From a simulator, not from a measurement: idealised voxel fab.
Proc. module: voxel trench capacitor
Section shown: cut. Width: 200 nm. Cell size: 5 nm, square.
A cross-section is written here as square cells arranged in a grid, and it is given in bands from the top down, each band taking up one or more rows of cells.
Quick guide to a band line: top height, bottom height (nm) up front; then every material left to right with its width in nm. Only one material and it's marked "edge to edge"? Then it fills the band edge to edge. And "empty" just means empty space.
Height 0 is the level under which the wafer as received is all one material. The lowest band goes on downwards, as in "z 0 and below".
Read "30->40" as a graded width: first number on top, second number at the bottom, same change between each pair of neighbouring rows.
"stayed the same" -> step changed no cross-section cell.
The entry titled "Enclosed void entries" provides the empty spaces that have no open way to the top, restricted to those of 8 cells or more. Each is presented as width x height at distance, the distance being measured from the left edge, with all three in nm.
Text after the settings on a step's line: the simulator's own remark on that step.
overlay nm: mask right of planned place by this much (step with mask). Neg. = left.

[The process steps that were planned are listed below]
1. RECEIVE [material Si]
2. CONFORMAL_DEP [material SiN] [thk nm 5]
3. DIRECTIONAL_DEP [material aC] [thk nm 10]
4. PATTERN [tone open] [mask id TRENCH] [material resist] [width nm 25] [pitch nm 55] [thk nm 30] [overlay nm 0]
5. DIRECTIONAL_ETCH [etch materials aC] [depth nm 10]
6. STRIP [etch materials resist]
7. DIRECTIONAL_ETCH [etch materials SiN] [depth nm 5]
8. DIRECTIONAL_ETCH [etch materials Si] [depth nm 35]
9. STRIP [etch materials aC]
10. CONFORMAL_DEP [material Al2O3] [thk nm 5]
11. FILL_DEP [material polySi] [thk nm 5]
12. CMP [height nm 5]

[First of two wafers, with the run carried out as planned]

[This is the cross-section of the wafer as we received it, i.e. after step 1]
- z 0 and below | Si edge to edge
- Enclosed void entries: none

[Cross-sectional representation of the wafer at the conclusion of step 2]
- z 5 to 0 | SiN edge to edge
- Anything lower than 0 is untouched.

[Cross-sectional representation of the wafer at the conclusion of step 3]
- z 15 to 5 | aC edge to edge
- Anything lower than 5 is untouched.

[Cross-sectional representation of the wafer at the conclusion of step 4]
- z 45 to 15 | resist 60 nm  empty 25 nm  resist 30 nm  empty 25 nm  resist 60 nm
- Anything lower than 15 is untouched.

[Cross-sectional representation of the wafer at the conclusion of step 5]
- z 35 to 15 | resist 60 nm  empty 25 nm  resist 30 nm  empty 25 nm  resist 60 nm
- z 15 to 5 | aC 60 nm  empty 25 nm  aC 30 nm  empty 25 nm  aC 60 nm
- Anything lower than 5 is untouched.

[Cross-sectional representation of the wafer at the conclusion of step 6]
- z 15 to 5 | aC 60 nm  empty 25 nm  aC 30 nm  empty 25 nm  aC 60 nm
- Anything lower than 5 is untouched.

[Cross-sectional representation of the wafer at the conclusion of step 7]
- z 15 to 5 | aC 60 nm  empty 25 nm  aC 30 nm  empty 25 nm  aC 60 nm
- z 5 to 0 | SiN 60 nm  empty 25 nm  SiN 30 nm  empty 25 nm  SiN 60 nm
- Anything lower than 0 is untouched.

[Cross-sectional representation of the wafer at the conclusion of step 8]
- z 15 to 5 | aC 60 nm  empty 25 nm  aC 30 nm  empty 25 nm  aC 60 nm
- z 5 to 0 | SiN 60 nm  empty 25 nm  SiN 30 nm  empty 25 nm  SiN 60 nm
- z 0 to -35 | Si 60 nm  empty 25 nm  Si 30 nm  empty 25 nm  Si 60 nm
- Anything lower than -35 is untouched.

[Cross-sectional representation of the wafer at the conclusion of step 9]
- z 5 to 0 | SiN 60 nm  empty 25 nm  SiN 30 nm  empty 25 nm  SiN 60 nm
- Anything lower than 0 is untouched.

[Cross-sectional representation of the wafer at the conclusion of step 10]
- z 10 to 5 | Al2O3 65 nm  empty 15 nm  Al2O3 40 nm  empty 15 nm  Al2O3 65 nm
- z 5 to 0 | SiN 60 nm  Al2O3 5 nm  empty 15 nm  Al2O3 5 nm  SiN 30 nm  Al2O3 5 nm  empty 15 nm  Al2O3 5 nm  SiN 60 nm
- z 0 to -30 | Si 60 nm  Al2O3 5 nm  empty 15 nm  Al2O3 5 nm  Si 30 nm  Al2O3 5 nm  empty 15 nm  Al2O3 5 nm  Si 60 nm
- z -30 to -35 | Si 60 nm  Al2O3 25 nm  Si 30 nm  Al2O3 25 nm  Si 60 nm
- Anything lower than -35 is untouched.

[Cross-sectional representation of the wafer at the conclusion of step 11]
- z 15 to 10 | polySi edge to edge
- z 10 to 5 | Al2O3 65 nm  polySi 15 nm  Al2O3 40 nm  polySi 15 nm  Al2O3 65 nm
- z 5 to 0 | SiN 60 nm  Al2O3 5 nm  polySi 15 nm  Al2O3 5 nm  SiN 30 nm  Al2O3 5 nm  polySi 15 nm  Al2O3 5 nm  SiN 60 nm
- z 0 to -30 | Si 60 nm  Al2O3 5 nm  polySi 15 nm  Al2O3 5 nm  Si 30 nm  Al2O3 5 nm  polySi 15 nm  Al2O3 5 nm  Si 60 nm
- Anything lower than -30 is untouched.

[Cross-sectional representation of the wafer at the conclusion of step 12]
- z 5 to 0 | SiN 60 nm  Al2O3 5 nm  polySi 15 nm  Al2O3 5 nm  SiN 30 nm  Al2O3 5 nm  polySi 15 nm  Al2O3 5 nm  SiN 60 nm
- Anything lower than 0 is untouched.

[Wafer two of two - same starting point, same process plan, one mistake in execution; matches wafer one up to and including step 10]

[when step 11 should have ended]
- z 15 to 10 | SiN edge to edge
- z 10 to 5 | Al2O3 65 nm  SiN 15 nm  Al2O3 40 nm  SiN 15 nm  Al2O3 65 nm
- z 5 to 0 | SiN 60 nm  Al2O3 5 nm  SiN 15 nm  Al2O3 5 nm  SiN 30 nm  Al2O3 5 nm  SiN 15 nm  Al2O3 5 nm  SiN 60 nm
- z 0 to -30 | Si 60 nm  Al2O3 5 nm  SiN 15 nm  Al2O3 5 nm  Si 30 nm  Al2O3 5 nm  SiN 15 nm  Al2O3 5 nm  Si 60 nm
- Anything lower than -30 is untouched.

[when step 12 should have ended]
- z 5 to 0 | SiN 60 nm  Al2O3 5 nm  SiN 15 nm  Al2O3 5 nm  SiN 30 nm  Al2O3 5 nm  SiN 15 nm  Al2O3 5 nm  SiN 60 nm
- Anything lower than 0 is untouched.
Where did the run depart from the plan? rather than as planned, step 11 actually ran as FILL_DEP [material SiN] [thk nm 5]
Per the end-of-run cell counts, the second wafer holds more or fewer of some materials than the first: SiN +42, polySi -42
